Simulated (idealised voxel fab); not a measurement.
Module name: voxel plated lines (process module)
Square cell edge 5 nm, section width 225 nm, ID cut.
Reading order for cross-sections: top band down to bottom band. Underlying form: a grid of square cells. Band size: one or more rows of cells. Read a band's entry like this: the first values are the height of its top and the height of its bottom in nm, and what follows is the sequence of materials from left to right, each with its width in nm. Note that "blank" is empty space, and that a single material marked "all across" reaches across the band from edge to edge. The level at which height equals 0 is the one under which the wafer, as it arrives, is entirely one material. No lower edge exists for the bottom band, which continues downward and is notated as in "z 0 and below". Per-row width for "30->40": begins at first number (top row of band), ends at second number (bottom row), increment between rows held constant. "changes: none" after a step means that no cell of the cross-section changed. In the "Entrapped voids" entry, you get each enclosed empty space of 8 cells or more, one with no open way to the top, written width x height at distance, distance from the left edge, in nm. Anything after a step's settings on that line? It's the simulator's own note about the step. overlay nm: mask right of planned place by this much (step with mask). Neg. = left.
THE STEPS PLANNED FOR THE PROCESS ARE AS FOLLOWS
1,RECEIVE with material Si
2,CONFORMAL_DEP with material Al2O3, thk nm 5
3,DIRECTIONAL_DEP with material TiN, thk nm 5
4,PATTERN with tone open, mask id LINES, material resist, width nm 20, pitch nm 45, thk nm 30, overlay nm 0
5,EPI with material Ru, thk nm 5
6,EPI with material Ru, thk nm 5
7,STRIP with etch materials resist
8,DIRECTIONAL_ETCH with etch materials TiN, depth nm 5
9,CONFORMAL_DEP with material SiN, thk nm 10
FIRST WAFER, AS PLANNED
WAFER AS RECEIVED: CROSS-SECTION FOLLOWING STEP 1
  z 0 and below | Si all across
  Entrapped voids: none
CROSS-SECTIONAL REPRESENTATION OF THE WAFER AT THE CONCLUSION OF STEP 2
  z 5 to 0 | Al2O3 all across
  Nothing below the height 0 has changed.
CROSS-SECTIONAL REPRESENTATION OF THE WAFER AT THE CONCLUSION OF STEP 3
  z 10 to 5 | TiN all across
  Nothing below the height 5 has changed.
CROSS-SECTIONAL REPRESENTATION OF THE WAFER AT THE CONCLUSION OF STEP 4
  z 40 to 10 | resist: 80 / blank: 20 / resist: 25 / blank: 20 / resist: 80
  Nothing below the height 10 has changed.
CROSS-SECTIONAL REPRESENTATION OF THE WAFER AT THE CONCLUSION OF STEP 5
  z 40 to 15 | resist: 80 / blank: 20 / resist: 25 / blank: 20 / resist: 80
  z 15 to 10 | resist: 80 / Ru: 20 / resist: 25 / Ru: 20 / resist: 80
  Nothing below the height 10 has changed.
CROSS-SECTIONAL REPRESENTATION OF THE WAFER AT THE CONCLUSION OF STEP 6
  z 40 to 20 | resist: 80 / blank: 20 / resist: 25 / blank: 20 / resist: 80
  z 20 to 10 | resist: 80 / Ru: 20 / resist: 25 / Ru: 20 / resist: 80
  Nothing below the height 10 has changed.
CROSS-SECTIONAL REPRESENTATION OF THE WAFER AT THE CONCLUSION OF STEP 7
  z 20 to 10 | blank: 80 / Ru: 20 / blank: 25 / Ru: 20 / blank: 80
  Nothing below the height 10 has changed.
CROSS-SECTIONAL REPRESENTATION OF THE WAFER AT THE CONCLUSION OF STEP 8
  z 20 to 10 | blank: 80 / Ru: 20 / blank: 25 / Ru: 20 / blank: 80
  z 10 to 5 | blank: 80 / TiN: 20 / blank: 25 / TiN: 20 / blank: 80
  Nothing below the height 5 has changed.
CROSS-SECTIONAL REPRESENTATION OF THE WAFER AT THE CONCLUSION OF STEP 9
  z 30 to 20 | blank: 70 / SiN: 40 / blank: 5 / SiN: 40 / blank: 70
  z 20 to 15 | blank: 70 / SiN: 10 / Ru: 20 / SiN: 10 / blank: 5 / SiN: 10 / Ru: 20 / SiN: 10 / blank: 70
  z 15 to 10 | SiN: 80 / Ru: 20 / SiN: 25 / Ru: 20 / SiN: 80
  z 10 to 5 | SiN: 80 / TiN: 20 / SiN: 25 / TiN: 20 / SiN: 80
  Nothing below the height 5 has changed.
SECOND OF TWO: SAME START, SAME PLAN, ONE RUN ERROR; STEPS UP TO AND INCLUDING 8 MATCH THE FIRST
WHAT THE SECOND WAFER LOOKS LIKE IN CROSS-SECTION WHEN STEP 9 SHOULD HAVE WRAPPED UP
  z 30 to 20 | blank: 70 / TiN: 40 / blank: 5 / TiN: 40 / blank: 70
  z 20 to 15 | blank: 70 / TiN: 10 / Ru: 20 / TiN: 10 / blank: 5 / TiN: 10 / Ru: 20 / TiN: 10 / blank: 70
  z 15 to 10 | TiN: 80 / Ru: 20 / TiN: 25 / Ru: 20 / TiN: 80
  z 10 to 5 | TiN all across
  Nothing below the height 5 has changed.
Processing error: step 9 did not happen as planned, as run it was CONFORMAL_DEP with material TiN, thk nm 10
Counted in cells at the end, the second wafer holds more or fewer of these materials than the first: SiN: 114 fewer | TiN: 114 more
